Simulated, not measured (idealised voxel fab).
process module | voxel transistor to metal
Square cell edge 5 nm, section width 150 nm, ID cut.
The cross-sections in this document take the form of a grid made of square cells. They are written out as bands, in order from top to bottom. Each band consists of one or more rows of cells. This entry defines a band. It first specifies the height of the band's top and the height of its bottom in nm, and then specifies the band's materials from left to right, stating each material with its width in nm. The word "full width" identifies a single material that fills the band from edge to edge, while the word "blank" identifies empty space. Heights from 0 (as-received wafer is one material below). Bottom band endless downward, as "0 -> down". Width "30 to 40": first value at the band's top row of cells, second value at its bottom row, equal change from row to row. "nothing altered" for a step: no cell of the cross-section changed in that step. "Entrapped voids" contains a list of empty spaces, each no smaller than 8 cells and without an open way to the top, written in the form width x height at distance with the distance from the left edge and all three in nm. That trailing text on a step's line, after the settings, is the simulator's own remark on the step. For masked steps, "overlay nm" on the step line gives how far right of plan the mask actually lay; a minus sign means it lay to the left.
# This section lists the process steps that were planned
1) RECEIVE | material Si
2) CONFORMAL_DEP | material SiO2 | thk nm 5
3) CONFORMAL_DEP | material SiN | thk nm 10
4) PATTERN | tone cover | mask id ACTIVE | material resist | width nm 90 | thk nm 15 | overlay nm 0
5) DIRECTIONAL_ETCH | etch materials SiN | depth nm 10
6) DIRECTIONAL_ETCH | etch materials SiO2 | depth nm 5
7) DIRECTIONAL_ETCH | etch materials Si | depth nm 30
8) STRIP | etch materials resist
9) FILL_DEP | material SiO2 | thk nm 5
10) CMP | height nm 15
11) SELECTIVE_ETCH | etch materials SiO2 | depth nm 5
12) STRIP | etch materials SiN
13) SELECTIVE_ETCH | etch materials SiO2 | depth nm 5
14) OXIDIZE | depth nm 5
15) DIRECTIONAL_DEP | material polySi | thk nm 30
16) DIRECTIONAL_DEP | material SiCN | thk nm 15
17) DIRECTIONAL_DEP | material aC | thk nm 15
18) PATTERN | tone cover | mask id GATE | material resist | width nm 20 | thk nm 35 | overlay nm 0
19) DIRECTIONAL_ETCH | etch materials aC | depth nm 15
20) STRIP | etch materials resist
21) DIRECTIONAL_ETCH | etch materials SiCN | depth nm 25
22) DIRECTIONAL_ETCH | etch materials polySi | depth nm 40
23) STRIP | etch materials aC
24) CONFORMAL_DEP | material SiN | thk nm 5
25) DIRECTIONAL_ETCH | etch materials SiN | depth nm 5
26) DIRECTIONAL_ETCH | etch materials SiO2 | depth nm 5
27) DIRECTIONAL_ETCH | etch materials Si | depth nm 10
28) EPI | material SiGe | thk nm 15
29) FILL_DEP | material SiO2 | thk nm 10
30) CMP | height nm 45
31) DIRECTIONAL_DEP | material SiO2 | thk nm 15
32) DIRECTIONAL_DEP | material aC | thk nm 15
33) PATTERN | tone open | mask id CONTACT | material resist | width nm 15 | pitch nm 65 | thk nm 35 | overlay nm 0
34) DIRECTIONAL_ETCH | etch materials aC | depth nm 15
35) STRIP | etch materials resist
36) DIRECTIONAL_ETCH | etch materials SiO2 | depth nm 60
37) STRIP | etch materials aC
38) CONFORMAL_DEP | material TiN | thk nm 5
39) FILL_DEP | material Ru | thk nm 5
40) CMP | height nm 60
41) CONFORMAL_DEP | material SiN | thk nm 5
42) DIRECTIONAL_DEP | material SiO2 | thk nm 25
43) MASKED_ETCH | tone open | mask id METAL_1 | width nm 15 | pitch nm 65 | etch materials SiO2 | depth nm 25 | overlay nm 0
44) MASKED_ETCH | tone open | mask id METAL_1 | width nm 15 | pitch nm 65 | etch materials SiN | depth nm 5 | overlay nm 0
45) CONFORMAL_DEP | material TiN | thk nm 5
46) FILL_DEP | material Ru | thk nm 5
47) CMP | height nm 90
48) CONFORMAL_DEP | material SiCN | thk nm 5
# Cross-section of the wafer upon arrival, representing the state reached after step 1
- 0 -> down  Si full width
- Entrapped voids: none
# End-of-module cross-section. Starting structure and process plan as above; one mistake made in running it
- 95 -> 90  SiCN full width
- 90 -> 65  SiO2 35, TiN 5, Ru 5, TiN 5, SiO2 50, TiN 5, Ru 5, TiN 5, SiO2 35
- 65 -> 60  SiN 35, TiN 15, SiN 50, TiN 15, SiN 35
- 60 -> 45  SiO2 35, TiN 5, Ru 5, TiN 5, SiO2 50, TiN 5, Ru 5, TiN 5, SiO2 35
- 45 -> 30  SiO2 35, TiN 5, Ru 5, TiN 5, SiO2 10, SiN 5, SiCN 20, SiN 5, SiO2 10, TiN 5, Ru 5, TiN 5, SiO2 35
- 30 -> 15  SiO2 35, TiN 5, Ru 5, TiN 5, SiO2 10, SiN 5, polySi 20, SiN 5, SiO2 10, TiN 5, Ru 5, TiN 5, SiO2 35
- 15 -> 10  SiO2 35, TiN 15, SiO2 10, SiN 5, polySi 20, SiN 5, SiO2 10, TiN 15, SiO2 35
- 10 -> 5  SiO2 35, TiN 10, SiGe 15, SiN 5, polySi 20, SiN 5, SiGe 15, TiN 10, SiO2 35
- 5 -> 0  SiO2 25, SiN 5, SiO2 5, TiN 10, SiGe 15, SiN 5, polySi 20, SiN 5, SiGe 15, TiN 10, SiO2 5, SiN 5, SiO2 25
- 0 -> -5  SiO2 30, SiGe 30, SiO2 30, SiGe 30, SiO2 30
- -5 -> -15  SiO2 30, SiGe 30, Si 30, SiGe 30, SiO2 30
- -15 -> -60  SiO2 30, Si 90, SiO2 30
- -60 -> down  Si full width
- Entrapped voids: none
Want to know what went wrong? yeah, plan step 7 got run twice
